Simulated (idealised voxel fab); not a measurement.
The name of this process module is voxel capacitor over wiring.
Pictured: cross-section cut, 200 nm wide, on a grid of 5 nm square cells.
A cross-section in this document is a grid of square cells, and it is written down as bands, the top band listed before the ones below it; a band is made up of one or more rows of cells.
Within each band entry, the heights of the top and of the bottom of the band appear first, in that order and in nm; the materials of the band then follow from left to right, each with its corresponding width in nm. The designation "everywhere" on a single material indicates that it fills the band from edge to edge; the designation "air" indicates empty space.
Measure heights from 0. That's the level where, below it, the as-received wafer is all one material. The lowest band is bottomless and extends downward; write it as in "0 and below".
Think of "30 to 40" as a width that walks from the first number to the second as you go down the band, top row to bottom row, taking equal-sized steps from row to row.
For the purposes of this document, the phrase "all unchanged" attached to a step denotes that no cell within the cross-section was modified by that step.
Entry "Enclosed void listing" = empty spaces >= 8 cells with no open way to the top; each as width x height at distance, distance from left edge, all nm.
Whatever follows a step's settings on its line is a remark the simulator itself makes about that step.
If you see "overlay nm" on a step's line and that step has a mask, it's telling you how far right of where it was planned the mask ended up; a negative number means it went left instead.

# Process steps - plan
| 1 | RECEIVE,material Si |
| 2 | CONFORMAL_DEP,material SiO2,thk nm 15 |
| 3 | DIRECTIONAL_DEP,material TiN,thk nm 5 |
| 4 | DIRECTIONAL_DEP,material Ru,thk nm 25 |
| 5 | PATTERN,tone cover,mask id METAL_1,material resist,width nm 25,pitch nm 85,thk nm 20,overlay nm 0 |
| 6 | DIRECTIONAL_ETCH,etch materials Ru,depth nm 25 |
| 7 | DIRECTIONAL_ETCH,etch materials TiN,depth nm 5 |
| 8 | STRIP,etch materials resist |
| 9 | FILL_DEP,material SiO2,thk nm 10 |
| 10 | CMP,height nm 45 |
| 11 | CONFORMAL_DEP,material SiCN,thk nm 5 |
| 12 | DIRECTIONAL_DEP,material lowk,thk nm 20 |
| 13 | MASKED_ETCH,tone open,mask id PLUG_1,width nm 15,etch materials lowk,depth nm 20,overlay nm 0 |
| 14 | MASKED_ETCH,tone open,mask id PLUG_1,width nm 15,etch materials SiCN,depth nm 5,overlay nm 0 |
| 15 | EPI,material Ru,thk nm 10 |
| 16 | EPI,material Ru,thk nm 10 |
| 17 | EPI,material Ru,thk nm 5 |
| 18 | DIRECTIONAL_DEP,material TiN,thk nm 10 |
| 19 | DIRECTIONAL_DEP,material HfO2,thk nm 5 |
| 20 | DIRECTIONAL_DEP,material TiN,thk nm 10 |
| 21 | DIRECTIONAL_DEP,material aC,thk nm 10 |
| 22 | PATTERN,tone cover,mask id UPPER_PLATE,material resist,width nm 65,thk nm 30,overlay nm 0 |
| 23 | DIRECTIONAL_ETCH,etch materials aC,depth nm 10 |
| 24 | STRIP,etch materials resist |
| 25 | DIRECTIONAL_ETCH,etch materials TiN,depth nm 10 |
| 26 | DIRECTIONAL_ETCH,etch materials HfO2,depth nm 5 |
| 27 | STRIP,etch materials aC |
| 28 | DIRECTIONAL_DEP,material aC,thk nm 15 |
| 29 | PATTERN,tone cover,mask id LOWER_PLATE,material resist,width nm 75,thk nm 35,overlay nm -15 |
| 30 | DIRECTIONAL_ETCH,etch materials aC,depth nm 15 |
| 31 | STRIP,etch materials resist |
| 32 | DIRECTIONAL_ETCH,etch materials TiN,depth nm 10 |
| 33 | STRIP,etch materials aC |
| 34 | FILL_DEP,material SiO2,thk nm 20 |
| 35 | CMP,height nm 110 |
| 36 | PATTERN,tone open,mask id PLUG_2,material resist,width nm 15,thk nm 15,overlay nm 0 |
| 37 | DIRECTIONAL_ETCH,etch materials SiO2,depth nm 15 |
| 38 | STRIP,etch materials resist |
| 39 | CONFORMAL_DEP,material TiN,thk nm 5 |
| 40 | FILL_DEP,material Ru,thk nm 10 |
| 41 | CMP,height nm 110 |
| 42 | CONFORMAL_DEP,material SiN,thk nm 5 |
Wafers differ in overlay nm at step 29; plan lists the first wafer's value; identical starting state.

# Sectional view: first of several wafers, as received, after step 1
    0 and below | Si everywhere
    Enclosed void listing: none

# Gained (+) or lost (-) cells of each material since receipt, then closed voids: one row per wafer, at the end of the module
overlay nm -15 | +13 HfO2 | +67 Ru | +37 SiCN | +40 SiN | +542 SiO2 | +73 TiN | +148 lowk | Enclosed void listing: none
overlay nm -10 | +13 HfO2 | +67 Ru | +37 SiCN | +40 SiN | +542 SiO2 | +73 TiN | +148 lowk | Enclosed void listing: none
overlay nm -5 | +13 HfO2 | +67 Ru | +37 SiCN | +40 SiN | +542 SiO2 | +73 TiN | +148 lowk | Enclosed void listing: none
overlay nm 0 | +13 HfO2 | +67 Ru | +37 SiCN | +40 SiN | +542 SiO2 | +73 TiN | +148 lowk | Enclosed void listing: none
overlay nm 5 | +13 HfO2 | +67 Ru | +37 SiCN | +40 SiN | +542 SiO2 | +73 TiN | +148 lowk | Enclosed void listing: none
overlay nm 10 | +13 HfO2 | +67 Ru | +37 SiCN | +40 SiN | +542 SiO2 | +73 TiN | +148 lowk | Enclosed void listing: none
overlay nm 15 | +13 HfO2 | +67 Ru | +37 SiCN | +40 SiN | +542 SiO2 | +73 TiN | +148 lowk | Enclosed void listing: none
